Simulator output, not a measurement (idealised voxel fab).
voxel plated lines: a process module
Square cell edge 5 nm, section width 290 nm, ID cut.
Heads up, the way a cross-section reads in here is a grid of square cells, handed over as bands from the top down, with every band being one or more rows of cells. Look at the band entry: it leads with the top's height and the bottom's height in nm. Then it lists the materials left to right, with a width in nm for each. The word "full width" on a single material says that material fills the band edge to edge. The word "air" is empty space. Heights are expressed relative to 0, this being the level below which the as-received wafer comprises one material exclusively. The lowest band is unbounded in the downward direction and is denoted as in "0 down". Quick explanation for "30->40": the width changes in equal steps down the rows of cells, from the first number in the band's top row to the second number in its bottom row. Step marked "same as before"? Then no cell in the cross-section changed in it. What "Enclosed void catalog" gives you is every empty space of 8 cells or more that is cut off from the top. Each appears as width x height at distance, with the distance taken from the left edge and width, height and distance all in nm. Past the settings on a step's line: simulator remark, on that step. "overlay nm" answers the question of how far to the right of plan the mask lay on a step that has a mask, and when it is negative the answer is to the left.

-- The planned process steps are enumerated hereunder
| 1 | RECEIVE [material Si] |
| 2 | CONFORMAL_DEP [material Al2O3] [thk nm 10] |
| 3 | DIRECTIONAL_DEP [material TiN] [thk nm 5] |
| 4 | PATTERN [tone open] [mask id LINES] [material resist] [width nm 20] [pitch nm 35] [thk nm 35] [overlay nm 0] |
| 5 | EPI [material Ru] [thk nm 5] |
| 6 | EPI [material Ru] [thk nm 5] |
| 7 | EPI [material Ru] [thk nm 10] |
| 8 | STRIP [etch materials resist] |
| 9 | DIRECTIONAL_ETCH [etch materials TiN] [depth nm 5] |
| 10 | CONFORMAL_DEP [material SiCN] [thk nm 5] |

-- First wafer of two (run as planned)

-- Cross-section, incoming material, after step 1
  0 down = Si full width
  Enclosed void catalog: none

-- Cross-section of the wafer after step 2
  10 to 0 = Al2O3 full width
  Under 0: no change, same as before.

-- Cross-section of the wafer after step 3
  15 to 10 = TiN full width
  Under 10: no change, same as before.

-- Cross-section of the wafer after step 4
  50 to 15 = 80 of resist, 20 of air, 15 of resist, 20 of air, 15 of resist, 20 of air, 15 of resist, 20 of air, 85 of resist
  Under 15: no change, same as before.

-- Cross-section of the wafer after step 5
  50 to 20 = 80 of resist, 20 of air, 15 of resist, 20 of air, 15 of resist, 20 of air, 15 of resist, 20 of air, 85 of resist
  20 to 15 = 80 of resist, 20 of Ru, 15 of resist, 20 of Ru, 15 of resist, 20 of Ru, 15 of resist, 20 of Ru, 85 of resist
  Under 15: no change, same as before.

-- Cross-section of the wafer after step 6
  50 to 25 = 80 of resist, 20 of air, 15 of resist, 20 of air, 15 of resist, 20 of air, 15 of resist, 20 of air, 85 of resist
  25 to 15 = 80 of resist, 20 of Ru, 15 of resist, 20 of Ru, 15 of resist, 20 of Ru, 15 of resist, 20 of Ru, 85 of resist
  Under 15: no change, same as before.

-- Cross-section of the wafer after step 7
  50 to 35 = 80 of resist, 20 of air, 15 of resist, 20 of air, 15 of resist, 20 of air, 15 of resist, 20 of air, 85 of resist
  35 to 15 = 80 of resist, 20 of Ru, 15 of resist, 20 of Ru, 15 of resist, 20 of Ru, 15 of resist, 20 of Ru, 85 of resist
  Under 15: no change, same as before.

-- Cross-section of the wafer after step 8
  35 to 15 = 80 of air, 20 of Ru, 15 of air, 20 of Ru, 15 of air, 20 of Ru, 15 of air, 20 of Ru, 85 of air
  Under 15: no change, same as before.

-- Cross-section of the wafer after step 9
  35 to 15 = 80 of air, 20 of Ru, 15 of air, 20 of Ru, 15 of air, 20 of Ru, 15 of air, 20 of Ru, 85 of air
  15 to 10 = 80 of air, 20 of TiN, 15 of air, 20 of TiN, 15 of air, 20 of TiN, 15 of air, 20 of TiN, 85 of air
  Under 10: no change, same as before.

-- Cross-section of the wafer after step 10
  40 to 35 = 75 of air, 30 of SiCN, 5 of air, 30 of SiCN, 5 of air, 30 of SiCN, 5 of air, 30 of SiCN, 80 of air
  35 to 15 = 75 of air, 5 of SiCN, 20 of Ru, 5 of SiCN, 5 of air, 5 of SiCN, 20 of Ru, 5 of SiCN, 5 of air, 5 of SiCN, 20 of Ru, 5 of SiCN, 5 of air, 5 of SiCN, 20 of Ru, 5 of SiCN, 80 of air
  15 to 10 = 80 of SiCN, 20 of TiN, 15 of SiCN, 20 of TiN, 15 of SiCN, 20 of TiN, 15 of SiCN, 20 of TiN, 85 of SiCN
  Under 10: no change, same as before.

-- The remaining wafer, second of the two, started like the first and was run to the same plan, except that one mistake was made along the way; the two coincide through step 6, inclusive

Here is the second wafer in cross-section at the point where step 7 of the plan should have been done: same as before

-- Here is the second wafer in cross-section at the point where step 8 of the plan should have been done
  25 to 15 = 80 of air, 20 of Ru, 15 of air, 20 of Ru, 15 of air, 20 of Ru, 15 of air, 20 of Ru, 85 of air
  Under 15: no change, same as before.

-- Here is the second wafer in cross-section at the point where step 9 of the plan should have been done
  25 to 15 = 80 of air, 20 of Ru, 15 of air, 20 of Ru, 15 of air, 20 of Ru, 15 of air, 20 of Ru, 85 of air
  15 to 10 = 80 of air, 20 of TiN, 15 of air, 20 of TiN, 15 of air, 20 of TiN, 15 of air, 20 of TiN, 85 of air
  Under 10: no change, same as before.

-- Here is the second wafer in cross-section at the point where step 10 of the plan should have been done
  30 to 25 = 75 of air, 30 of SiCN, 5 of air, 30 of SiCN, 5 of air, 30 of SiCN, 5 of air, 30 of SiCN, 80 of air
  25 to 15 = 75 of air, 5 of SiCN, 20 of Ru, 5 of SiCN, 5 of air, 5 of SiCN, 20 of Ru, 5 of SiCN, 5 of air, 5 of SiCN, 20 of Ru, 5 of SiCN, 5 of air, 5 of SiCN, 20 of Ru, 5 of SiCN, 80 of air
  15 to 10 = 80 of SiCN, 20 of TiN, 15 of SiCN, 20 of TiN, 15 of SiCN, 20 of TiN, 15 of SiCN, 20 of TiN, 85 of SiCN
  Under 10: no change, same as before.
Deviation from plan: not run: step 7 of the plan (skipped)
Final wafer comparison in cells, second versus first, more or fewer per material: -32 Ru | -16 SiCN
